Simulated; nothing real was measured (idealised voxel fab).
Process module name: voxel quadruple lines
Shown is cross-section cut, with a width of 230 nm and square cells of size 5 nm.
Format of a cross-section: grid, square cells. Given as bands. Order: top down. Band: one or more rows of cells. Read a band's entry like this: the first values are the height of its top and the height of its bottom in nm, and what follows is the sequence of materials from left to right, each with its width in nm. Note that "empty" is empty space, and that a single material marked "all across" reaches across the band from edge to edge. Where do heights start? At 0: under that level the wafer as delivered is made of one material only. And the lowest band has no floor; it just carries on downward, as in "0 -> down". A width such as "30..40" changes by the same amount from each row of cells to the next, from the band's top row to its bottom row. Basically "remained the same" means that step didn't change any cell in the cross-section. The entry titled "Closed void register" provides the empty spaces that have no open way to the top, restricted to those of 8 cells or more. Each is presented as width x height at distance, the distance being measured from the left edge, with all three in nm. after a step's settings: what the simulator itself notes on the step. Steps that use a mask can have "overlay nm" on their line. It says how far the mask sat to the right of where it was meant to be. Negative means to the left.
PROCESS STEPS FORESEEN IN THE PLAN
1,RECEIVE with material Si
2,CONFORMAL_DEP with material SiO2, thk nm 10
3,DIRECTIONAL_DEP with material Ru, thk nm 10
4,DIRECTIONAL_DEP with material polySi, thk nm 20
5,DIRECTIONAL_DEP with material aC, thk nm 20
6,PATTERN with tone cover, mask id MANDREL, material resist, width nm 35, pitch nm 100, thk nm 30, overlay nm 0
7,DIRECTIONAL_ETCH with etch materials aC, depth nm 20
8,STRIP with etch materials resist
9,CONFORMAL_DEP with material SiO2, thk nm 15
10,DIRECTIONAL_ETCH with etch materials SiO2, depth nm 15
11,STRIP with etch materials aC
12,DIRECTIONAL_ETCH with etch materials polySi, depth nm 20
13,STRIP with etch materials SiO2
14,CONFORMAL_DEP with material SiN, thk nm 10
15,DIRECTIONAL_ETCH with etch materials SiN, depth nm 10
16,STRIP with etch materials polySi
17,DIRECTIONAL_ETCH with etch materials Ru, depth nm 10
18,STRIP with etch materials SiN
AS-RECEIVED STATE OF THE WAFER IN CROSS-SECTION, EQUIVALENT TO POST-STEP 1
- 0 -> down = Si all across
- Closed void register: none
RESULT OF THE MODULE, CROSS-SECTIONED: START PER ABOVE, PLAN PER ABOVE, ONE ERROR IN HOW IT WAS RUN
- 20 -> 10 = empty=35, then Ru=10, then empty=15, then Ru=5, then empty=15, then Ru=10, then empty=45, then Ru=10, then empty=15, then Ru=5, then empty=15, then Ru=10, then empty=40
- 10 -> 0 = SiO2 all across
- 0 -> down = Si all across
- Closed void register: none
Finding, execution versus plan: contrary to plan, step 6 was performed as PATTERN with tone open, mask id MANDREL, material resist, width nm 35, pitch nm 100, thk nm 30, overlay nm 0
